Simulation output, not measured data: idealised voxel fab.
The following is a process module called voxel transistor to metal.
Xsec cut, 215 nm wide, square cell size 5 nm.
The cross-sections in this document take the form of a grid made of square cells. They are written out as bands, in order from top to bottom. Each band consists of one or more rows of cells. Quick guide to a band line: top height, bottom height (nm) up front; then every material left to right with its width in nm. Only one material and it's marked "edge to edge"? Then it fills the band edge to edge. And "blank" just means empty space. Zero point of the height axis is 0; under it, received wafer = one material. Lowest band: continues down indefinitely, "0 nm and below". A width given as "30..40" starts at the first number in the band's top row and ends at the second number in its bottom row, shifting by an equal amount at every step from row to row. No cell of the cross-section changed in a step that is given as "remains unaltered". "Sealed internal voids" enumerates empty spaces isolated from the top, with no open way to it, that contain at least 8 cells, giving each as width x height at distance from the left edge, all three in nm. Where a step's line continues beyond its settings, the continuation is a remark by the simulator itself on that step. On any step carrying a mask, the "overlay nm" setting, if present on the step's line, tells how far right of its planned place the mask lay; negative values point to the left.
# Steps planned for the process
1: RECEIVE: material Si
2: CONFORMAL_DEP: material SiO2, thk nm 5
3: CONFORMAL_DEP: material SiN, thk nm 15
4: PATTERN: tone cover, mask id ACTIVE, material resist, width nm 110, thk nm 15, overlay nm 0
5: DIRECTIONAL_ETCH: etch materials SiN, depth nm 15
6: DIRECTIONAL_ETCH: etch materials SiO2, depth nm 5
7: DIRECTIONAL_ETCH: etch materials Si, depth nm 20
8: STRIP: etch materials resist
9: OXIDIZE: depth nm 5
10: FILL_DEP: material SiO2, thk nm 15
11: CMP: height nm 20
12: SELECTIVE_ETCH: etch materials SiO2, depth nm 10
13: STRIP: etch materials SiN
14: SELECTIVE_ETCH: etch materials SiO2, depth nm 5
15: OXIDIZE: depth nm 5
16: DIRECTIONAL_DEP: material polySi, thk nm 25
17: DIRECTIONAL_DEP: material SiCN, thk nm 10
18: MASKED_ETCH: tone cover, mask id GATE, width nm 20, etch materials SiCN, depth nm 20, overlay nm 0
19: MASKED_ETCH: tone cover, mask id GATE, width nm 20, etch materials polySi, depth nm 35, overlay nm 0
20: CONFORMAL_DEP: material SiO2, thk nm 5
21: DIRECTIONAL_ETCH: etch materials SiO2, depth nm 5
22: CONFORMAL_DEP: material SiN, thk nm 5
23: DIRECTIONAL_ETCH: etch materials SiN, depth nm 5
24: DIRECTIONAL_ETCH: etch materials SiO2, depth nm 5
25: DIRECTIONAL_ETCH: etch materials Si, depth nm 10
26: EPI: material SiGe, thk nm 15
27: FILL_DEP: material SiO2, thk nm 5
28: CMP: height nm 35
29: DIRECTIONAL_DEP: material SiO2, thk nm 15
30: DIRECTIONAL_DEP: material aC, thk nm 10
31: PATTERN: tone open, mask id CONTACT, material resist, width nm 20, pitch nm 70, thk nm 30, overlay nm 0
32: DIRECTIONAL_ETCH: etch materials aC, depth nm 10
33: STRIP: etch materials resist
34: DIRECTIONAL_ETCH: etch materials SiO2, depth nm 50
35: STRIP: etch materials aC
36: CONFORMAL_DEP: material TiN, thk nm 5
37: FILL_DEP: material W, thk nm 10
38: CMP: height nm 50
39: DIRECTIONAL_DEP: material TiN, thk nm 5
40: DIRECTIONAL_DEP: material Ru, thk nm 25
41: DIRECTIONAL_DEP: material aC, thk nm 15
42: PATTERN: tone cover, mask id METAL_1, material resist, width nm 20, pitch nm 70, thk nm 35, overlay nm -15
43: DIRECTIONAL_ETCH: etch materials aC, depth nm 15
44: STRIP: etch materials resist
45: DIRECTIONAL_ETCH: etch materials Ru, depth nm 25
46: DIRECTIONAL_ETCH: etch materials TiN, depth nm 5
47: STRIP: etch materials aC
48: FILL_DEP: material lowk, thk nm 10
49: CMP: height nm 80
50: CONFORMAL_DEP: material SiCN, thk nm 5
All wafers enter the flow in the same state. The overlay nm at step 42 differs from wafer to wafer, and the plan gives the value for the first wafer.
# As received, i.e. after step 1: cross-section through the first of several wafers
    0 nm and below: Si edge to edge
    Sealed internal voids: none
# Rows = wafers. At module end, each row lists per material the cells gained (+) or lost (-) since the wafer was received, then the closed voids
overlay nm -15; +40 Ru; -159 Si; +51 SiCN; +48 SiGe; +16 SiN; +425 SiO2; +52 TiN; +28 W; +210 lowk; +20 polySi; Sealed internal voids: none
overlay nm -10; +40 Ru; -159 Si; +51 SiCN; +48 SiGe; +16 SiN; +425 SiO2; +52 TiN; +28 W; +210 lowk; +20 polySi; Sealed internal voids: none
overlay nm -5; +40 Ru; -159 Si; +51 SiCN; +48 SiGe; +16 SiN; +425 SiO2; +52 TiN; +28 W; +210 lowk; +20 polySi; Sealed internal voids: none
overlay nm 0; +40 Ru; -159 Si; +51 SiCN; +48 SiGe; +16 SiN; +425 SiO2; +52 TiN; +28 W; +210 lowk; +20 polySi; Sealed internal voids: none
overlay nm 5; +40 Ru; -159 Si; +51 SiCN; +48 SiGe; +16 SiN; +425 SiO2; +52 TiN; +28 W; +210 lowk; +20 polySi; Sealed internal voids: none
overlay nm 10; +40 Ru; -159 Si; +51 SiCN; +48 SiGe; +16 SiN; +425 SiO2; +52 TiN; +28 W; +210 lowk; +20 polySi; Sealed internal voids: none
overlay nm 15; +40 Ru; -159 Si; +51 SiCN; +48 SiGe; +16 SiN; +425 SiO2; +52 TiN; +28 W; +210 lowk; +20 polySi; Sealed internal voids: none
